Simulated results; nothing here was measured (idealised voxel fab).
process module | voxel air gaps
cross-section cut | 260 nm wide | cells 5 nm
A cross-section is a grid of square cells, given in bands from the top down. A band is one or more rows of cells.
Each band's line starts with the height of the band's top and of its bottom, in nm. Then come its materials from left to right, each with its width in nm. One material with "throughout" fills the band from edge to edge. "air" is empty space.
Height 0 is the level under which the wafer as received is all one material. The lowest band goes on downwards, as in "0 down".
A width such as "30 to 40" changes by the same amount from each row of cells to the next, from the band's top row to its bottom row.
"no change" after a step means that no cell of the cross-section changed.
closed voids: empty space of 8 cells or more with no open way to the top, each as width x height at its distance from the left edge, in nm
after a step's settings: what the simulator itself notes on the step
overlay nm, on a step with a mask: how far to the right of its planned place the mask lay; to the left if negative
plan
1 op RECEIVE | material Si
2 op CONFORMAL_DEP | material SiO2 | thk nm 10
3 op CONFORMAL_DEP | material SiCN | thk nm 5
4 op DIRECTIONAL_DEP | material lowk | thk nm 40
5 op DIRECTIONAL_DEP | material aC | thk nm 15
6 op PATTERN | tone open | mask id LINES | material resist | width nm 25 | pitch nm 50 | thk nm 35 | overlay nm 0
7 op DIRECTIONAL_ETCH | etch materials aC | depth nm 15
8 op STRIP | etch materials resist
9 op DIRECTIONAL_ETCH | etch materials lowk | depth nm 40
10 op STRIP | etch materials aC
11 op CONFORMAL_DEP | material TiN | thk nm 5
12 op FILL_DEP | material W | thk nm 5
13 op CMP | height nm 55
14 op EPI | material Ru | thk nm 10
15 op SELECTIVE_ETCH | etch materials lowk | depth nm 50
16 op CONFORMAL_DEP | material SiCN | thk nm 5
as received, after step 1
  0 down: Si throughout
  closed voids: none
first wafer at the end, as planned
  70 to 65: air 25 | SiCN 205 | air 30
  65 to 55: air 25 | SiCN 5 | Ru 45 | SiCN 5 | Ru 45 | SiCN 5 | Ru 45 | SiCN 5 | Ru 45 | SiCN 5 | air 30
  55 to 50: air 25 | SiCN 15 | TiN 5 | W 15 | TiN 5 | SiCN 25 | TiN 5 | W 15 | TiN 5 | SiCN 25 | TiN 5 | W 15 | TiN 5 | SiCN 25 | TiN 5 | W 15 | TiN 5 | SiCN 15 | air 30
  50 to 20: air 35 | SiCN 5 | TiN 5 | W 15 | TiN 5 | SiCN 5 | air 15 | SiCN 5 | TiN 5 | W 15 | TiN 5 | SiCN 5 | air 15 | SiCN 5 | TiN 5 | W 15 | TiN 5 | SiCN 5 | air 15 | SiCN 5 | TiN 5 | W 15 | TiN 5 | SiCN 5 | air 40
  20 to 15: SiCN 40 | TiN 25 | SiCN 25 | TiN 25 | SiCN 25 | TiN 25 | SiCN 25 | TiN 25 | SiCN 45
  15 to 10: SiCN throughout
  10 to 0: SiO2 throughout
  0 down: Si throughout
  closed voids: 15 x 30 at 70; 15 x 30 at 120; 15 x 30 at 170
second wafer at the end: like start, like plan, one mistake
  70 to 65: SiCN throughout
  65 to 55: Ru 50 | SiCN 5 | Ru 45 | SiCN 5 | Ru 45 | SiCN 5 | Ru 45 | SiCN 5 | Ru 55
  55 to 50: W 35 | TiN 5 | SiCN 25 | TiN 5 | W 15 | TiN 5 | SiCN 25 | TiN 5 | W 15 | TiN 5 | SiCN 25 | TiN 5 | W 15 | TiN 5 | SiCN 25 | TiN 5 | W 40
  50 to 20: W 35 | TiN 5 | SiCN 5 | air 15 | SiCN 5 | TiN 5 | W 15 | TiN 5 | SiCN 5 | air 15 | SiCN 5 | TiN 5 | W 15 | TiN 5 | SiCN 5 | air 15 | SiCN 5 | TiN 5 | W 15 | TiN 5 | SiCN 5 | air 15 | SiCN 5 | TiN 5 | W 40
  20 to 15: TiN 40 | SiCN 25 | TiN 25 | SiCN 25 | TiN 25 | SiCN 25 | TiN 25 | SiCN 25 | TiN 45
  15 to 10: SiCN throughout
  10 to 0: SiO2 throughout
  0 down: Si throughout
  closed voids: 15 x 30 at 45; 15 x 30 at 95; 15 x 30 at 145; 15 x 30 at 195
what went wrong: step 6 ran as: op PATTERN | tone cover | mask id LINES | material resist | width nm 25 | pitch nm 50 | thk nm 35 | overlay nm 0
at the end the second wafer has, in cells: 24 more of Ru | 4 fewer of SiCN | 12 more of TiN | 84 more of W
closed voids at the end (first wafer, second wafer): 3, 4
